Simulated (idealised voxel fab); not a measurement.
Process module heading - voxel self aligned contacts
For reference, the cross-section in this document is cut, with width 215 nm and square cells of 5 nm.
The cross-sections in this document take the form of a grid made of square cells. They are written out as bands, in order from top to bottom. Each band consists of one or more rows of cells.
It is stipulated that each band's entry specify, in nanometres, the height of the top of the band and then that of its bottom, followed by the materials of the band in left-to-right sequence, each together with its width in nanometres. A single material marked by the word "throughout" is understood to fill the band from edge to edge; the word "blank" is understood to denote empty space.
Heights are expressed relative to 0, this being the level below which the as-received wafer comprises one material exclusively. The lowest band is unbounded in the downward direction and is denoted as in "top 0, no bottom".
Graded width ("30->40"): value in top row of band = first number; value in bottom row = second number; row-to-row change constant.
No cell of the cross-section changed in a step that is given as "everything unchanged".
Heads up: "Trapped void list" only lists the empty pockets with no open path to the top that are 8 cells or more, and it writes them as width x height at distance, distance from the left edge, in nm.
On a step's line, text after the settings is the simulator commenting on that step.
The optional step-line setting "overlay nm" applies to steps with a mask and quantifies how far to the right of its planned location the mask lay, a negative value indicating leftward placement.

These are the steps we planned for the process:
step 1: op RECEIVE | material Si
step 2: op CONFORMAL_DEP | material SiO2 | thk nm 5
step 3: op DIRECTIONAL_DEP | material polySi | thk nm 30
step 4: op DIRECTIONAL_DEP | material SiN | thk nm 25
step 5: op PATTERN | tone cover | mask id GATE | material resist | width nm 30 | pitch nm 70 | thk nm 15 | overlay nm 0
step 6: op DIRECTIONAL_ETCH | etch materials SiN | depth nm 25
step 7: op DIRECTIONAL_ETCH | etch materials polySi | depth nm 30
step 8: op STRIP | etch materials resist
step 9: op CONFORMAL_DEP | material SiN | thk nm 10
step 10: op DIRECTIONAL_ETCH | etch materials SiN | depth nm 10
step 11: op FILL_DEP | material SiO2 | thk nm 10
step 12: op CMP | height nm 65
step 13: op DIRECTIONAL_DEP | material aC | thk nm 15
step 14: op PATTERN | tone open | mask id CONTACT | material resist | width nm 40 | pitch nm 70 | thk nm 35 | overlay nm 0
step 15: op DIRECTIONAL_ETCH | etch materials aC | depth nm 15
step 16: op STRIP | etch materials resist
step 17: op DIRECTIONAL_ETCH | etch materials SiO2 | depth nm 65
step 18: op STRIP | etch materials aC
step 19: op CONFORMAL_DEP | material TiN | thk nm 5
step 20: op FILL_DEP | material W | thk nm 10
step 21: op CMP | height nm 65
step 22: op CONFORMAL_DEP | material SiN | thk nm 5
Every wafer here starts from the same state; it is the step 14 width nm that distinguishes them, and the value the plan gives belongs to the first wafer.

The first of several wafers, as received after step 1, seen in section:
* top 0, no bottom  Si throughout
* Trapped void list: none

Each wafer at the end: cells of each material gained (+) or lost (-) since it was received, then its closed voids:
width nm 40, +265 SiN, +117 SiO2, +64 TiN, +48 W, +108 polySi, Trapped void list: none
width nm 45, +265 SiN, +115 SiO2, +66 TiN, +48 W, +108 polySi, Trapped void list: none
width nm 50, +265 SiN, +113 SiO2, +68 TiN, +48 W, +108 polySi, Trapped void list: none
width nm 55, +265 SiN, +111 SiO2, +70 TiN, +48 W, +108 polySi, Trapped void list: none
